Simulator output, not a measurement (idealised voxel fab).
Process module, titled voxel ribs on slabs
Cross-sectional view cut (width: 295 nm; square cell size: 5 nm).
In what follows, cross-sections appear as grids of square cells, described through bands that run from the top down, where every band is one or more rows of cells. Look at the band entry: it leads with the top's height and the bottom's height in nm. Then it lists the materials left to right, with a width in nm for each. The word "throughout" on a single material says that material fills the band edge to edge. The word "blank" is empty space. Height 0 is the level under which the wafer as received is all one material. The lowest band goes on downwards, as in "0 down". It should be noted that a width expressed as "30->40" varies in equal increments from row to row of cells within the band, taking the value of the first number at the top row and that of the second number at the bottom row. Where the words "stayed the same" appear for a step, the cross-section shows no cell changed by that step; every cell remained as before. Entrapped void list: empty space of 8 cells or more with no open way to the top, each as width x height at its distance from the left edge, in nm. On a step's line, text after the settings is the simulator commenting on that step. overlay nm: mask right of planned place by this much (step with mask). Neg. = left.

PROCESS STEPS - PLAN
1 op RECEIVE | material Si
2 op DIRECTIONAL_DEP | material SiO2 | thk nm 30
3 op DIRECTIONAL_DEP | material SiN | thk nm 15
4 op DIRECTIONAL_DEP | material aC | thk nm 10
5 op PATTERN | tone cover | mask id RIB | material resist | width nm 20 | thk nm 25 | overlay nm 0
6 op DIRECTIONAL_ETCH | etch materials aC | depth nm 10
7 op STRIP | etch materials resist
8 op DIRECTIONAL_ETCH | etch materials SiN | depth nm 5
9 op STRIP | etch materials aC
10 op PATTERN | tone cover | mask id SLAB | material resist | width nm 70 | thk nm 15 | overlay nm 0
11 op DIRECTIONAL_ETCH | etch materials SiN | depth nm 10
12 op STRIP | etch materials resist
13 op FILL_DEP | material SiO2 | thk nm 20
14 op CMP | height nm 55
15 op DIRECTIONAL_DEP | material TiN | thk nm 5
16 op PATTERN | tone cover | mask id HEATER | material resist | width nm 30 | thk nm 15 | overlay nm 0
17 op DIRECTIONAL_ETCH | etch materials TiN | depth nm 5
18 op STRIP | etch materials resist
19 op CONFORMAL_DEP | material SiN | thk nm 10

FIRST WAFER OF TWO (RUN AS PLANNED)

AS RECEIVED, AFTER STEP 1
0 down = Si throughout
Entrapped void list: none

WAFER XSEC, POST STEP 2
30 to 0 = SiO2 throughout
Heights below 0 show no change.

WAFER XSEC, POST STEP 3
45 to 30 = SiN throughout
Heights below 30 show no change.

WAFER XSEC, POST STEP 4
55 to 45 = aC throughout
Heights below 45 show no change.

WAFER XSEC, POST STEP 5
80 to 55 = 135 of blank / 20 of resist / 140 of blank
Heights below 55 show no change.

WAFER XSEC, POST STEP 6
70 to 55 = 135 of blank / 20 of resist / 140 of blank
55 to 45 = 135 of blank / 20 of aC / 140 of blank
Heights below 45 show no change.

WAFER XSEC, POST STEP 7
55 to 45 = 135 of blank / 20 of aC / 140 of blank
Heights below 45 show no change.

WAFER XSEC, POST STEP 8
55 to 45 = 135 of blank / 20 of aC / 140 of blank
45 to 40 = 135 of blank / 20 of SiN / 140 of blank
Heights below 40 show no change.

WAFER XSEC, POST STEP 9
45 to 40 = 135 of blank / 20 of SiN / 140 of blank
Heights below 40 show no change.

WAFER XSEC, POST STEP 10
60 to 45 = 110 of blank / 70 of resist / 115 of blank
45 to 40 = 110 of blank / 25 of resist / 20 of SiN / 25 of resist / 115 of blank
Heights below 40 show no change.

WAFER XSEC, POST STEP 11
60 to 45 = 110 of blank / 70 of resist / 115 of blank
45 to 40 = 110 of blank / 25 of resist / 20 of SiN / 25 of resist / 115 of blank
40 to 30 = 110 of blank / 70 of SiN / 115 of blank
Heights below 30 show no change.

WAFER XSEC, POST STEP 12
45 to 40 = 135 of blank / 20 of SiN / 140 of blank
Heights below 40 show no change.

WAFER XSEC, POST STEP 13
65 to 45 = SiO2 throughout
45 to 40 = 135 of SiO2 / 20 of SiN / 140 of SiO2
40 to 30 = 110 of SiO2 / 70 of SiN / 115 of SiO2
Heights below 30 show no change.

WAFER XSEC, POST STEP 14
55 to 45 = SiO2 throughout
Heights below 45 show no change.

WAFER XSEC, POST STEP 15
60 to 55 = TiN throughout
Heights below 55 show no change.

WAFER XSEC, POST STEP 16
75 to 60 = 130 of blank / 30 of resist / 135 of blank
Heights below 60 show no change.

WAFER XSEC, POST STEP 17
75 to 60 = 130 of blank / 30 of resist / 135 of blank
60 to 55 = 130 of blank / 30 of TiN / 135 of blank
Heights below 55 show no change.

WAFER XSEC, POST STEP 18
60 to 55 = 130 of blank / 30 of TiN / 135 of blank
Heights below 55 show no change.

WAFER XSEC, POST STEP 19
70 to 65 = 120 of blank / 50 of SiN / 125 of blank
65 to 60 = SiN throughout
60 to 55 = 130 of SiN / 30 of TiN / 135 of SiN
Heights below 55 show no change.

WAFER TWO OF THE PAIR: SAME ORIGIN, SAME PLAN, ONE ERROR DURING THE RUN; IDENTICAL TO WAFER ONE UP TO AND INCLUDING STEP 9

CROSS-SECTIONAL VIEW OF THE SECOND WAFER AT THE INTENDED END TIME OF PROCESS STEP 10
60 to 45 = 105 of blank / 80 of resist / 110 of blank
45 to 40 = 105 of blank / 30 of resist / 20 of SiN / 30 of resist / 110 of blank
Heights below 40 show no change.

CROSS-SECTIONAL VIEW OF THE SECOND WAFER AT THE INTENDED END TIME OF PROCESS STEP 11
60 to 45 = 105 of blank / 80 of resist / 110 of blank
45 to 40 = 105 of blank / 30 of resist / 20 of SiN / 30 of resist / 110 of blank
40 to 30 = 105 of blank / 80 of SiN / 110 of blank
Heights below 30 show no change.

CROSS-SECTIONAL VIEW OF THE SECOND WAFER AT THE INTENDED END TIME OF PROCESS STEP 12
45 to 40 = 135 of blank / 20 of SiN / 140 of blank
Heights below 40 show no change.

CROSS-SECTIONAL VIEW OF THE SECOND WAFER AT THE INTENDED END TIME OF PROCESS STEP 13
65 to 45 = SiO2 throughout
45 to 40 = 135 of SiO2 / 20 of SiN / 140 of SiO2
40 to 30 = 105 of SiO2 / 80 of SiN / 110 of SiO2
Heights below 30 show no change.

CROSS-SECTIONAL VIEW OF THE SECOND WAFER AT THE INTENDED END TIME OF PROCESS STEP 14
55 to 45 = SiO2 throughout
Heights below 45 show no change.

CROSS-SECTIONAL VIEW OF THE SECOND WAFER AT THE INTENDED END TIME OF PROCESS STEP 15
60 to 55 = TiN throughout
Heights below 55 show no change.

CROSS-SECTIONAL VIEW OF THE SECOND WAFER AT THE INTENDED END TIME OF PROCESS STEP 16
75 to 60 = 130 of blank / 30 of resist / 135 of blank
Heights below 60 show no change.

CROSS-SECTIONAL VIEW OF THE SECOND WAFER AT THE INTENDED END TIME OF PROCESS STEP 17
75 to 60 = 130 of blank / 30 of resist / 135 of blank
60 to 55 = 130 of blank / 30 of TiN / 135 of blank
Heights below 55 show no change.

CROSS-SECTIONAL VIEW OF THE SECOND WAFER AT THE INTENDED END TIME OF PROCESS STEP 18
60 to 55 = 130 of blank / 30 of TiN / 135 of blank
Heights below 55 show no change.

CROSS-SECTIONAL VIEW OF THE SECOND WAFER AT THE INTENDED END TIME OF PROCESS STEP 19
70 to 65 = 120 of blank / 50 of SiN / 125 of blank
65 to 60 = SiN throughout
60 to 55 = 130 of SiN / 30 of TiN / 135 of SiN
Heights below 55 show no change.
Run error: step 10 off recipe, ran as op PATTERN | tone cover | mask id SLAB | material resist | width nm 80 | thk nm 15 | overlay nm 0
Materials where the second wafer ends with more or fewer cells than the first: 4 more of SiN | 4 fewer of SiO2
